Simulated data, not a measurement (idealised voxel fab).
process module | voxel capacitor over wiring
cross-section cut | 190 nm wide | cells 5 nm
A cross-section is a grid of square cells, given in bands from the top down. A band is one or more rows of cells.
Each band's line starts with the height of the band's top and of its bottom, in nm. Then come its materials from left to right, each with its width in nm. One material with "throughout" fills the band from edge to edge. "air" is empty space.
Height 0 is the level under which the wafer as received is all one material. The lowest band goes on downwards, as in "0 down".
A width such as "30 to 40" changes by the same amount from each row of cells to the next, from the band's top row to its bottom row.
"no change" after a step means that no cell of the cross-section changed.
closed voids: empty space of 8 cells or more with no open way to the top, each as width x height at its distance from the left edge, in nm
after a step's settings: what the simulator itself notes on the step
overlay nm, on a step with a mask: how far to the right of its planned place the mask lay; to the left if negative
plan
1 op RECEIVE | material Si
2 op CONFORMAL_DEP | material SiO2 | thk nm 15
3 op CONFORMAL_DEP | material SiCN | thk nm 5
4 op DIRECTIONAL_DEP | material lowk | thk nm 25
5 op PATTERN | tone open | mask id METAL_1 | material resist | width nm 25 | pitch nm 75 | thk nm 20 | overlay nm 0
6 op DIRECTIONAL_ETCH | etch materials lowk | depth nm 25
7 op DIRECTIONAL_ETCH | etch materials SiCN | depth nm 5
8 op STRIP | etch materials resist
9 op CONFORMAL_DEP | material TiN | thk nm 5
10 op FILL_DEP | material Ru | thk nm 10
11 op CMP | height nm 45
12 op CONFORMAL_DEP | material SiCN | thk nm 5
13 op DIRECTIONAL_DEP | material lowk | thk nm 15
14 op PATTERN | tone open | mask id PLUG_1 | material resist | width nm 15 | thk nm 15 | overlay nm 0
15 op DIRECTIONAL_ETCH | etch materials lowk | depth nm 15
16 op DIRECTIONAL_ETCH | etch materials SiCN | depth nm 5
17 op STRIP | etch materials resist
18 op EPI | material Ru | thk nm 10
19 op EPI | material Ru | thk nm 10
20 op DIRECTIONAL_DEP | material TiN | thk nm 10
21 op DIRECTIONAL_DEP | material Al2O3 | thk nm 5
22 op DIRECTIONAL_DEP | material TiN | thk nm 10
23 op PATTERN | tone cover | mask id UPPER_PLATE | material resist | width nm 55 | thk nm 20 | overlay nm 0
24 op DIRECTIONAL_ETCH | etch materials TiN | depth nm 10
25 op DIRECTIONAL_ETCH | etch materials Al2O3 | depth nm 5
26 op STRIP | etch materials resist
27 op MASKED_ETCH | tone cover | mask id LOWER_PLATE | width nm 65 | etch materials TiN | depth nm 10 | overlay nm 0
28 op FILL_DEP | material SiO2 | thk nm 15
29 op CMP | height nm 100
30 op MASKED_ETCH | tone open | mask id PLUG_2 | width nm 15 | etch materials SiO2 | depth nm 10 | overlay nm 0
31 op CONFORMAL_DEP | material TiN | thk nm 5
32 op FILL_DEP | material W | thk nm 5
33 op CMP | height nm 100
34 op CONFORMAL_DEP | material SiN | thk nm 5
first wafer, as planned
as received, after step 1
  0 down: Si throughout
  closed voids: none
after step 2
  15 to 0: SiO2 throughout
  below 0: unchanged
after step 3
  20 to 15: SiCN throughout
  below 15: unchanged
after step 4
  45 to 20: lowk throughout
  below 20: unchanged
after step 5
  65 to 45: resist 45 | air 25 | resist 50 | air 25 | resist 45
  below 45: unchanged
after step 6
  65 to 45: resist 45 | air 25 | resist 50 | air 25 | resist 45
  45 to 20: lowk 45 | air 25 | lowk 50 | air 25 | lowk 45
  below 20: unchanged
after step 7
  65 to 45: resist 45 | air 25 | resist 50 | air 25 | resist 45
  45 to 20: lowk 45 | air 25 | lowk 50 | air 25 | lowk 45
  20 to 15: SiCN 45 | air 25 | SiCN 50 | air 25 | SiCN 45
  below 15: unchanged
after step 8
  45 to 20: lowk 45 | air 25 | lowk 50 | air 25 | lowk 45
  below 20: unchanged
after step 9
  50 to 45: TiN 50 | air 15 | TiN 60 | air 15 | TiN 50
  45 to 20: lowk 45 | TiN 5 | air 15 | TiN 5 | lowk 50 | TiN 5 | air 15 | TiN 5 | lowk 45
  20 to 15: SiCN 45 | TiN 25 | SiCN 50 | TiN 25 | SiCN 45
  below 15: unchanged
after step 10
  60 to 50: Ru throughout
  50 to 45: TiN 50 | Ru 15 | TiN 60 | Ru 15 | TiN 50
  45 to 20: lowk 45 | TiN 5 | Ru 15 | TiN 5 | lowk 50 | TiN 5 | Ru 15 | TiN 5 | lowk 45
  below 20: unchanged
after step 11
  45 to 20: lowk 45 | TiN 5 | Ru 15 | TiN 5 | lowk 50 | TiN 5 | Ru 15 | TiN 5 | lowk 45
  below 20: unchanged
after step 12
  50 to 45: SiCN throughout
  below 45: unchanged
after step 13
  65 to 50: lowk throughout
  below 50: unchanged
after step 14
  80 to 65: resist 55 | air 15 | resist 120
  below 65: unchanged
after step 15
  80 to 65: resist 55 | air 15 | resist 120
  65 to 50: lowk 55 | air 15 | lowk 120
  below 50: unchanged
after step 16
  80 to 65: resist 55 | air 15 | resist 120
  65 to 50: lowk 55 | air 15 | lowk 120
  50 to 45: SiCN 55 | air 15 | SiCN 120
  below 45: unchanged
after step 17
  65 to 50: lowk 55 | air 15 | lowk 120
  below 50: unchanged
after step 18
  65 to 55: lowk 55 | air 15 | lowk 120
  55 to 50: lowk 55 | Ru 15 | lowk 120
  50 to 45: SiCN 55 | Ru 15 | SiCN 120
  below 45: unchanged
after step 19
  65 to 50: lowk 55 | Ru 15 | lowk 120
  below 50: unchanged
after step 20
  75 to 65: TiN throughout
  below 65: unchanged
after step 21
  80 to 75: Al2O3 throughout
  below 75: unchanged
after step 22
  90 to 80: TiN throughout
  below 80: unchanged
after step 23
  110 to 90: air 55 | resist 55 | air 80
  below 90: unchanged
after step 24
  110 to 90: air 55 | resist 55 | air 80
  90 to 80: air 55 | TiN 55 | air 80
  below 80: unchanged
after step 25
  110 to 90: air 55 | resist 55 | air 80
  90 to 80: air 55 | TiN 55 | air 80
  80 to 75: air 55 | Al2O3 55 | air 80
  below 75: unchanged
after step 26
  90 to 80: air 55 | TiN 55 | air 80
  below 80: unchanged
after step 27
  90 to 80: air 55 | TiN 55 | air 80
  80 to 75: air 55 | Al2O3 55 | air 80
  75 to 65: air 50 | TiN 65 | air 75
  below 65: unchanged
after step 28
  105 to 90: SiO2 throughout
  90 to 80: SiO2 55 | TiN 55 | SiO2 80
  80 to 75: SiO2 55 | Al2O3 55 | SiO2 80
  75 to 65: SiO2 50 | TiN 65 | SiO2 75
  below 65: unchanged
after step 29
  100 to 90: SiO2 throughout
  below 90: unchanged
after step 30
  100 to 90: SiO2 65 | air 15 | SiO2 110
  below 90: unchanged
after step 31
  105 to 100: TiN 70 | air 5 | TiN 115
  100 to 95: SiO2 65 | TiN 5 | air 5 | TiN 5 | SiO2 110
  95 to 90: SiO2 65 | TiN 15 | SiO2 110
  below 90: unchanged
after step 32
  110 to 105: W throughout
  105 to 100: TiN 70 | W 5 | TiN 115
  100 to 95: SiO2 65 | TiN 5 | W 5 | TiN 5 | SiO2 110
  below 95: unchanged
after step 33
  100 to 95: SiO2 65 | TiN 5 | W 5 | TiN 5 | SiO2 110
  below 95: unchanged
after step 34
  105 to 100: SiN throughout
  below 100: unchanged
second wafer: like start, like plan, one mistake. Through step 20 it matches the first wafer
when step 21 should have ended
  80 to 75: SiO2 throughout
  below 75: unchanged
when step 22 should have ended
  90 to 80: TiN throughout
  below 80: unchanged
when step 23 should have ended
  110 to 90: air 55 | resist 55 | air 80
  below 90: unchanged
when step 24 should have ended
  110 to 90: air 55 | resist 55 | air 80
  90 to 80: air 55 | TiN 55 | air 80
  below 80: unchanged
when step 25 should have ended: no change
when step 26 should have ended
  90 to 80: air 55 | TiN 55 | air 80
  below 80: unchanged
when step 27 should have ended: no change
when step 28 should have ended
  105 to 90: SiO2 throughout
  90 to 80: SiO2 55 | TiN 55 | SiO2 80
  below 80: unchanged
when step 29 should have ended
  100 to 90: SiO2 throughout
  below 90: unchanged
when step 30 should have ended
  100 to 90: SiO2 65 | air 15 | SiO2 110
  below 90: unchanged
when step 31 should have ended
  105 to 100: TiN 70 | air 5 | TiN 115
  100 to 95: SiO2 65 | TiN 5 | air 5 | TiN 5 | SiO2 110
  95 to 90: SiO2 65 | TiN 15 | SiO2 110
  below 90: unchanged
when step 32 should have ended
  110 to 105: W throughout
  105 to 100: TiN 70 | W 5 | TiN 115
  100 to 95: SiO2 65 | TiN 5 | W 5 | TiN 5 | SiO2 110
  below 95: unchanged
when step 33 should have ended
  100 to 95: SiO2 65 | TiN 5 | W 5 | TiN 5 | SiO2 110
  below 95: unchanged
when step 34 should have ended
  105 to 100: SiN throughout
  below 100: unchanged
what went wrong: step 21 ran as: op DIRECTIONAL_DEP | material SiO2 | thk nm 5
at the end the second wafer has, in cells: 11 fewer of Al2O3 | 39 fewer of SiO2 | 50 more of TiN
